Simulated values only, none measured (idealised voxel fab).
The process module presented herein is designated voxel spacer lines.
Shown is cross-section cut, with a width of 255 nm and square cells of size 5 nm.
Think of the cross-section as a grid of square cells. We describe it in bands, top to bottom, and each band covers one or more rows of those cells.
It is stipulated that each band's entry specify, in nanometres, the height of the top of the band and then that of its bottom, followed by the materials of the band in left-to-right sequence, each together with its width in nanometres. A single material marked by the word "throughout" is understood to fill the band from edge to edge; the word "empty" is understood to denote empty space.
Ref level 0: as-received wafer is one material below here. Bottom band extends down with no lower bound ("0 and below").
Width "30->40": first value at the band's top row of cells, second value at its bottom row, equal change from row to row.
"no alteration" for a step: no cell of the cross-section changed in that step.
"Closed void listing" specifies each empty space that is not open to the top and that occupies no fewer than 8 cells, using the form width x height at distance, the distance measured from the left edge and all three quantities in nm.
Heads up: the bit after the settings on a step's line is the simulator's remark on that step.
The setting "overlay nm" may be written on the line of a step. When the step uses a mask, the value reports how far to the right of the planned place the mask lay, and a negative value reports that it lay to the left.
-- Process steps - plan
1) RECEIVE (material Si)
2) CONFORMAL_DEP (material Al2O3; thk nm 10)
3) DIRECTIONAL_DEP (material polySi; thk nm 15)
4) DIRECTIONAL_DEP (material aC; thk nm 20)
5) PATTERN (tone cover; mask id MANDREL; material resist; width nm 25; pitch nm 70; thk nm 25; overlay nm 0)
6) DIRECTIONAL_ETCH (etch materials aC; depth nm 20)
7) STRIP (etch materials resist)
8) CONFORMAL_DEP (material SiO2; thk nm 10)
9) DIRECTIONAL_ETCH (etch materials SiO2; depth nm 10)
10) STRIP (etch materials aC)
11) DIRECTIONAL_ETCH (etch materials polySi; depth nm 15)
12) STRIP (etch materials SiO2)
13) FILL_DEP (material lowk; thk nm 10)
14) CMP (height nm 25)
-- First of two wafers: run as planned
-- as received, after step 1
  0 and below | Si throughout
  Closed void listing: none
-- Cross-section: wafer state after step 2
  10 down to 0 | Al2O3 throughout
  below 0: unchanged
-- Cross-section: wafer state after step 3
  25 down to 10 | polySi throughout
  below 10: unchanged
-- Cross-section: wafer state after step 4
  45 down to 25 | aC throughout
  below 25: unchanged
-- Cross-section: wafer state after step 5
  70 down to 45 | empty 80 nm | resist 25 nm | empty 45 nm | resist 25 nm | empty 80 nm
  below 45: unchanged
-- Cross-section: wafer state after step 6
  50 down to 45 | empty 80 nm | resist 25 nm | empty 45 nm | resist 25 nm | empty 80 nm
  45 down to 25 | empty 80 nm | aC 25 nm | empty 45 nm | aC 25 nm | empty 80 nm
  below 25: unchanged
-- Cross-section: wafer state after step 7
  45 down to 25 | empty 80 nm | aC 25 nm | empty 45 nm | aC 25 nm | empty 80 nm
  below 25: unchanged
-- Cross-section: wafer state after step 8
  55 down to 45 | empty 70 nm | SiO2 45 nm | empty 25 nm | SiO2 45 nm | empty 70 nm
  45 down to 35 | empty 70 nm | SiO2 10 nm | aC 25 nm | SiO2 10 nm | empty 25 nm | SiO2 10 nm | aC 25 nm | SiO2 10 nm | empty 70 nm
  35 down to 25 | SiO2 80 nm | aC 25 nm | SiO2 45 nm | aC 25 nm | SiO2 80 nm
  below 25: unchanged
-- Cross-section: wafer state after step 9
  45 down to 25 | empty 70 nm | SiO2 10 nm | aC 25 nm | SiO2 10 nm | empty 25 nm | SiO2 10 nm | aC 25 nm | SiO2 10 nm | empty 70 nm
  below 25: unchanged
-- Cross-section: wafer state after step 10
  45 down to 25 | empty 70 nm | SiO2 10 nm | empty 25 nm | SiO2 10 nm | empty 25 nm | SiO2 10 nm | empty 25 nm | SiO2 10 nm | empty 70 nm
  below 25: unchanged
-- Cross-section: wafer state after step 11
  45 down to 25 | empty 70 nm | SiO2 10 nm | empty 25 nm | SiO2 10 nm | empty 25 nm | SiO2 10 nm | empty 25 nm | SiO2 10 nm | empty 70 nm
  25 down to 10 | empty 70 nm | polySi 10 nm | empty 25 nm | polySi 10 nm | empty 25 nm | polySi 10 nm | empty 25 nm | polySi 10 nm | empty 70 nm
  below 10: unchanged
-- Cross-section: wafer state after step 12
  25 down to 10 | empty 70 nm | polySi 10 nm | empty 25 nm | polySi 10 nm | empty 25 nm | polySi 10 nm | empty 25 nm | polySi 10 nm | empty 70 nm
  below 10: unchanged
-- Cross-section: wafer state after step 13
  35 down to 25 | lowk throughout
  25 down to 10 | lowk 70 nm | polySi 10 nm | lowk 25 nm | polySi 10 nm | lowk 25 nm | polySi 10 nm | lowk 25 nm | polySi 10 nm | lowk 70 nm
  below 10: unchanged
-- Cross-section: wafer state after step 14
  25 down to 10 | lowk 70 nm | polySi 10 nm | lowk 25 nm | polySi 10 nm | lowk 25 nm | polySi 10 nm | lowk 25 nm | polySi 10 nm | lowk 70 nm
  below 10: unchanged
-- Second wafer - shared start and plan with the first - one error in running - same as the first up to step 8 inclusive
-- Second wafer profile in section, at the moment step 9 of the plan was meant to be complete
  45 down to 35 | empty 80 nm | aC 25 nm | empty 45 nm | aC 25 nm | empty 80 nm
  35 down to 25 | empty 70 nm | SiO2 10 nm | aC 25 nm | SiO2 10 nm | empty 25 nm | SiO2 10 nm | aC 25 nm | SiO2 10 nm | empty 70 nm
  below 25: unchanged
-- Second wafer profile in section, at the moment step 10 of the plan was meant to be complete
  35 down to 25 | empty 70 nm | SiO2 10 nm | empty 25 nm | SiO2 10 nm | empty 25 nm | SiO2 10 nm | empty 25 nm | SiO2 10 nm | empty 70 nm
  below 25: unchanged
-- Second wafer profile in section, at the moment step 11 of the plan was meant to be complete
  35 down to 25 | empty 70 nm | SiO2 10 nm | empty 25 nm | SiO2 10 nm | empty 25 nm | SiO2 10 nm | empty 25 nm | SiO2 10 nm | empty 70 nm
  25 down to 10 | empty 70 nm | polySi 10 nm | empty 25 nm | polySi 10 nm | empty 25 nm | polySi 10 nm | empty 25 nm | polySi 10 nm | empty 70 nm
  below 10: unchanged
-- Second wafer profile in section, at the moment step 12 of the plan was meant to be complete
  25 down to 10 | empty 70 nm | polySi 10 nm | empty 25 nm | polySi 10 nm | empty 25 nm | polySi 10 nm | empty 25 nm | polySi 10 nm | empty 70 nm
  below 10: unchanged
-- Second wafer profile in section, at the moment step 13 of the plan was meant to be complete
  35 down to 25 | lowk throughout
  25 down to 10 | lowk 70 nm | polySi 10 nm | lowk 25 nm | polySi 10 nm | lowk 25 nm | polySi 10 nm | lowk 25 nm | polySi 10 nm | lowk 70 nm
  below 10: unchanged
-- Second wafer profile in section, at the moment step 14 of the plan was meant to be complete
  25 down to 10 | lowk 70 nm | polySi 10 nm | lowk 25 nm | polySi 10 nm | lowk 25 nm | polySi 10 nm | lowk 25 nm | polySi 10 nm | lowk 70 nm
  below 10: unchanged
Processing error: step 9 of the plan was carried out twice
Upon completion, the cross-sectional profiles of the two wafers are identical; consequently, the error exerts no influence on the quantities computed by this model.
